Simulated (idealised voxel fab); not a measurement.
The name of this process module is voxel tone inversion.
Xsec cut, 225 nm wide, square cell size 5 nm.
We lay out every cross-section as a grid of square cells and spell it out in bands from the top down, where one band means one or more rows of cells.
First you get the band's top height and its bottom height, in nm, and then the materials it's made of, left to right, with each width in nm. If you see a single material with "everywhere", that one covers the band edge to edge. "empty" is empty space.
A quick word on heights: they are counted from 0, and under that level the wafer as it came to us is one material throughout. The lowest band is different from the rest in having no bottom; it simply continues downward, written as in "from 0 down".
The two numbers in a width such as "30->40" mark its ends across the band: the first belongs to the top row of cells, the second to the bottom row, and from each row to the next the width moves by the same amount.
Key: "nothing changed" - step with no changed cell in the cross-section.
The label "Trapped voids" introduces a list of the empty spaces, 8 cells or larger, that have no open way up to the top; each entry in it reads width x height at distance, where the distance is taken from the left edge and all three are stated in nm.
Step line, after settings: the simulator's comment on this step.
You can add "overlay nm" to a step's line. For a step with a mask, it describes how far the mask lay to the right of its planned position, and a negative number describes a lay to the left.
## Planned step list for the process
1: RECEIVE | material Si
2: CONFORMAL_DEP | material SiCN | thk nm 5
3: DIRECTIONAL_DEP | material polySi | thk nm 15
4: PATTERN | tone cover | mask id POSTS | material resist | width nm 25 | pitch nm 50 | thk nm 20 | overlay nm 0
5: DIRECTIONAL_ETCH | etch materials polySi | depth nm 15
6: STRIP | etch materials resist
7: FILL_DEP | material lowk | thk nm 10
8: CMP | height nm 20
9: STRIP | etch materials polySi
## Here's what the wafer looked like in cross-section when it arrived - that's after step 1
* from 0 down | Si everywhere
* Trapped voids: none
## First of two wafers at the end of the module, shown in cross-section; run carried out as planned
* from 20 to 5 | lowk 25 / empty 25 / lowk 25 / empty 25 / lowk 25 / empty 25 / lowk 25 / empty 25 / lowk 25
* from 5 to 0 | SiCN everywhere
* from 0 down | Si everywhere
* Trapped voids: none
## Wafer two cross-section, module end. Start and plan unchanged from wafer one; one mistake made during the run
* from 20 to 15 | lowk everywhere
* from 15 to 0 | lowk 25 / polySi 25 / lowk 25 / polySi 25 / lowk 25 / polySi 25 / lowk 25 / polySi 25 / lowk 25
* from 0 down | Si everywhere
* Trapped voids: none
Want to know what went wrong? step 2 of the plan was omitted and not executed
Per the end-of-run cell counts, the second wafer holds more or fewer of some materials than the first: SiCN -45 | lowk +45 | polySi +60
